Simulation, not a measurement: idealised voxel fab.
voxel lift off: a process module
FYI the section here is cut, 200 nm wide, cells are 5 nm squares.
Just so we're on the same page, the cross-sections are grids of square cells, and they're listed out in bands top to bottom, each band one or more rows deep. Heads up on the band format: heights come first, top then bottom, in nm. After that it's the materials left to right, each with its width in nm. A single material flagged "throughout" fills the whole band edge to edge, and "blank" means there's empty space there. Note: height 0 marks the level under which the wafer is uniformly one material as received. Lowest band unbounded below, written "top 0, no bottom". A width given as "30..40" starts at the first number in the band's top row and ends at the second number in its bottom row, shifting by an equal amount at every step from row to row. For the purposes of this document, the phrase "nothing got changed" attached to a step denotes that no cell within the cross-section was modified by that step. Heads up: "Sealed void inventory" only lists the empty pockets with no open path to the top that are 8 cells or more, and it writes them as width x height at distance, distance from the left edge, in nm. If you see something after the settings on a step's line, that's the simulator's own remark about that step. overlay nm: mask offset rightward from planned place, masked step; negative means leftward offset.

**Listed below are the process steps as planned**
1,RECEIVE | material Si
2,CONFORMAL_DEP | material SiN | thk nm 10
3,PATTERN | tone open | mask id LINES | material resist | width nm 15 | pitch nm 40 | thk nm 30 | overlay nm 0
4,DIRECTIONAL_DEP | material Ru | thk nm 15
5,STRIP | etch materials resist
6,CONFORMAL_DEP | material SiO2 | thk nm 10

**as received, after step 1**
- top 0, no bottom = Si throughout
- Sealed void inventory: none

**What the wafer looks like in cross-section after this module, when it starts as shown above and follows the plan above but one mistake is made in running it**
- top 35, bottom 25 = 60 blank; 35 SiO2; 5 blank; 35 SiO2; 65 blank
- top 25, bottom 20 = 60 blank; 10 SiO2; 15 Ru; 10 SiO2; 5 blank; 10 SiO2; 15 Ru; 10 SiO2; 65 blank
- top 20, bottom 10 = 70 SiO2; 15 Ru; 25 SiO2; 15 Ru; 75 SiO2
- top 10, bottom 0 = SiO2 throughout
- top 0, no bottom = Si throughout
- Sealed void inventory: none
Want to know what went wrong? not per plan at step 2, really ran CONFORMAL_DEP | material SiO2 | thk nm 10
